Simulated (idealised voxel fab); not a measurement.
process module | voxel air gaps
cross-section cut | 210 nm wide | cells 5 nm
A cross-section is a grid of square cells, given in bands from the top down. A band is one or more rows of cells.
Each band's line starts with the height of the band's top and of its bottom, in nm. Then come its materials from left to right, each with its width in nm. One material with "throughout" fills the band from edge to edge. "air" is empty space.
Height 0 is the level under which the wafer as received is all one material. The lowest band goes on downwards, as in "0 down".
A width such as "30 to 40" changes by the same amount from each row of cells to the next, from the band's top row to its bottom row.
"no change" after a step means that no cell of the cross-section changed.
closed voids: empty space of 8 cells or more with no open way to the top, each as width x height at its distance from the left edge, in nm
after a step's settings: what the simulator itself notes on the step
overlay nm, on a step with a mask: how far to the right of its planned place the mask lay; to the left if negative
plan
1 op RECEIVE | material Si
2 op CONFORMAL_DEP | material SiO2 | thk nm 15
3 op CONFORMAL_DEP | material SiCN | thk nm 5
4 op DIRECTIONAL_DEP | material lowk | thk nm 40
5 op PATTERN | tone open | mask id LINES | material resist | width nm 20 | pitch nm 45 | thk nm 20 | overlay nm 0
6 op DIRECTIONAL_ETCH | etch materials lowk | depth nm 40
7 op STRIP | etch materials resist
8 op CONFORMAL_DEP | material TiN | thk nm 5
9 op FILL_DEP | material W | thk nm 10
10 op CMP | height nm 60
11 op EPI | material Ru | thk nm 10
12 op SELECTIVE_ETCH | etch materials lowk | depth nm 50
13 op CONFORMAL_DEP | material SiCN | thk nm 5
first wafer, as planned
as received, after step 1
  0 down: Si throughout
  closed voids: none
after step 2
  15 to 0: SiO2 throughout
  below 0: unchanged
after step 3
  20 to 15: SiCN throughout
  below 15: unchanged
after step 4
  60 to 20: lowk throughout
  below 20: unchanged
after step 5
  80 to 60: resist 50 | air 20 | resist 25 | air 20 | resist 25 | air 20 | resist 50
  below 60: unchanged
after step 6
  80 to 60: resist 50 | air 20 | resist 25 | air 20 | resist 25 | air 20 | resist 50
  60 to 20: lowk 50 | air 20 | lowk 25 | air 20 | lowk 25 | air 20 | lowk 50
  below 20: unchanged
after step 7
  60 to 20: lowk 50 | air 20 | lowk 25 | air 20 | lowk 25 | air 20 | lowk 50
  below 20: unchanged
after step 8
  65 to 60: TiN 55 | air 10 | TiN 35 | air 10 | TiN 35 | air 10 | TiN 55
  60 to 25: lowk 50 | TiN 5 | air 10 | TiN 5 | lowk 25 | TiN 5 | air 10 | TiN 5 | lowk 25 | TiN 5 | air 10 | TiN 5 | lowk 50
  25 to 20: lowk 50 | TiN 20 | lowk 25 | TiN 20 | lowk 25 | TiN 20 | lowk 50
  below 20: unchanged
after step 9
  75 to 65: W throughout
  65 to 60: TiN 55 | W 10 | TiN 35 | W 10 | TiN 35 | W 10 | TiN 55
  60 to 25: lowk 50 | TiN 5 | W 10 | TiN 5 | lowk 25 | TiN 5 | W 10 | TiN 5 | lowk 25 | TiN 5 | W 10 | TiN 5 | lowk 50
  below 25: unchanged
after step 10
  60 to 25: lowk 50 | TiN 5 | W 10 | TiN 5 | lowk 25 | TiN 5 | W 10 | TiN 5 | lowk 25 | TiN 5 | W 10 | TiN 5 | lowk 50
  below 25: unchanged
after step 11
  70 to 60: air 40 | Ru 40 | air 5 | Ru 40 | air 5 | Ru 40 | air 40
  below 60: unchanged
after step 12
  70 to 60: air 40 | Ru 40 | air 5 | Ru 40 | air 5 | Ru 40 | air 40
  60 to 25: air 50 | TiN 5 | W 10 | TiN 5 | air 25 | TiN 5 | W 10 | TiN 5 | air 25 | TiN 5 | W 10 | TiN 5 | air 50
  25 to 20: air 50 | TiN 20 | air 25 | TiN 20 | air 25 | TiN 20 | air 50
  below 20: unchanged
after step 13
  75 to 70: air 35 | SiCN 140 | air 35
  70 to 60: air 35 | SiCN 5 | Ru 40 | SiCN 5 | Ru 40 | SiCN 5 | Ru 40 | SiCN 5 | air 35
  60 to 55: air 35 | SiCN 15 | TiN 5 | W 10 | TiN 5 | SiCN 25 | TiN 5 | W 10 | TiN 5 | SiCN 25 | TiN 5 | W 10 | TiN 5 | SiCN 15 | air 35
  55 to 25: air 45 | SiCN 5 | TiN 5 | W 10 | TiN 5 | SiCN 5 | air 15 | SiCN 5 | TiN 5 | W 10 | TiN 5 | SiCN 5 | air 15 | SiCN 5 | TiN 5 | W 10 | TiN 5 | SiCN 5 | air 45
  25 to 20: SiCN 50 | TiN 20 | SiCN 25 | TiN 20 | SiCN 25 | TiN 20 | SiCN 50
  below 20: unchanged
  closed voids: 15 x 30 at 75; 15 x 30 at 120
second wafer: like start, like plan, one mistake. Through step 1 it matches the first wafer
when step 2 should have ended
  15 to 0: W throughout
  below 0: unchanged
when step 3 should have ended
  20 to 15: SiCN throughout
  below 15: unchanged
when step 4 should have ended
  60 to 20: lowk throughout
  below 20: unchanged
when step 5 should have ended
  80 to 60: resist 50 | air 20 | resist 25 | air 20 | resist 25 | air 20 | resist 50
  below 60: unchanged
when step 6 should have ended
  80 to 60: resist 50 | air 20 | resist 25 | air 20 | resist 25 | air 20 | resist 50
  60 to 20: lowk 50 | air 20 | lowk 25 | air 20 | lowk 25 | air 20 | lowk 50
  below 20: unchanged
when step 7 should have ended
  60 to 20: lowk 50 | air 20 | lowk 25 | air 20 | lowk 25 | air 20 | lowk 50
  below 20: unchanged
when step 8 should have ended
  65 to 60: TiN 55 | air 10 | TiN 35 | air 10 | TiN 35 | air 10 | TiN 55
  60 to 25: lowk 50 | TiN 5 | air 10 | TiN 5 | lowk 25 | TiN 5 | air 10 | TiN 5 | lowk 25 | TiN 5 | air 10 | TiN 5 | lowk 50
  25 to 20: lowk 50 | TiN 20 | lowk 25 | TiN 20 | lowk 25 | TiN 20 | lowk 50
  below 20: unchanged
when step 9 should have ended
  75 to 65: W throughout
  65 to 60: TiN 55 | W 10 | TiN 35 | W 10 | TiN 35 | W 10 | TiN 55
  60 to 25: lowk 50 | TiN 5 | W 10 | TiN 5 | lowk 25 | TiN 5 | W 10 | TiN 5 | lowk 25 | TiN 5 | W 10 | TiN 5 | lowk 50
  below 25: unchanged
when step 10 should have ended
  60 to 25: lowk 50 | TiN 5 | W 10 | TiN 5 | lowk 25 | TiN 5 | W 10 | TiN 5 | lowk 25 | TiN 5 | W 10 | TiN 5 | lowk 50
  below 25: unchanged
when step 11 should have ended
  70 to 60: air 40 | Ru 40 | air 5 | Ru 40 | air 5 | Ru 40 | air 40
  below 60: unchanged
when step 12 should have ended
  70 to 60: air 40 | Ru 40 | air 5 | Ru 40 | air 5 | Ru 40 | air 40
  60 to 25: air 50 | TiN 5 | W 10 | TiN 5 | air 25 | TiN 5 | W 10 | TiN 5 | air 25 | TiN 5 | W 10 | TiN 5 | air 50
  25 to 20: air 50 | TiN 20 | air 25 | TiN 20 | air 25 | TiN 20 | air 50
  below 20: unchanged
when step 13 should have ended
  75 to 70: air 35 | SiCN 140 | air 35
  70 to 60: air 35 | SiCN 5 | Ru 40 | SiCN 5 | Ru 40 | SiCN 5 | Ru 40 | SiCN 5 | air 35
  60 to 55: air 35 | SiCN 15 | TiN 5 | W 10 | TiN 5 | SiCN 25 | TiN 5 | W 10 | TiN 5 | SiCN 25 | TiN 5 | W 10 | TiN 5 | SiCN 15 | air 35
  55 to 25: air 45 | SiCN 5 | TiN 5 | W 10 | TiN 5 | SiCN 5 | air 15 | SiCN 5 | TiN 5 | W 10 | TiN 5 | SiCN 5 | air 15 | SiCN 5 | TiN 5 | W 10 | TiN 5 | SiCN 5 | air 45
  25 to 20: SiCN 50 | TiN 20 | SiCN 25 | TiN 20 | SiCN 25 | TiN 20 | SiCN 50
  below 20: unchanged
  closed voids: 15 x 30 at 75; 15 x 30 at 120
what went wrong: step 2 ran as: op CONFORMAL_DEP | material W | thk nm 15
at the end the second wafer has, in cells: 126 fewer of SiO2 | 126 more of W
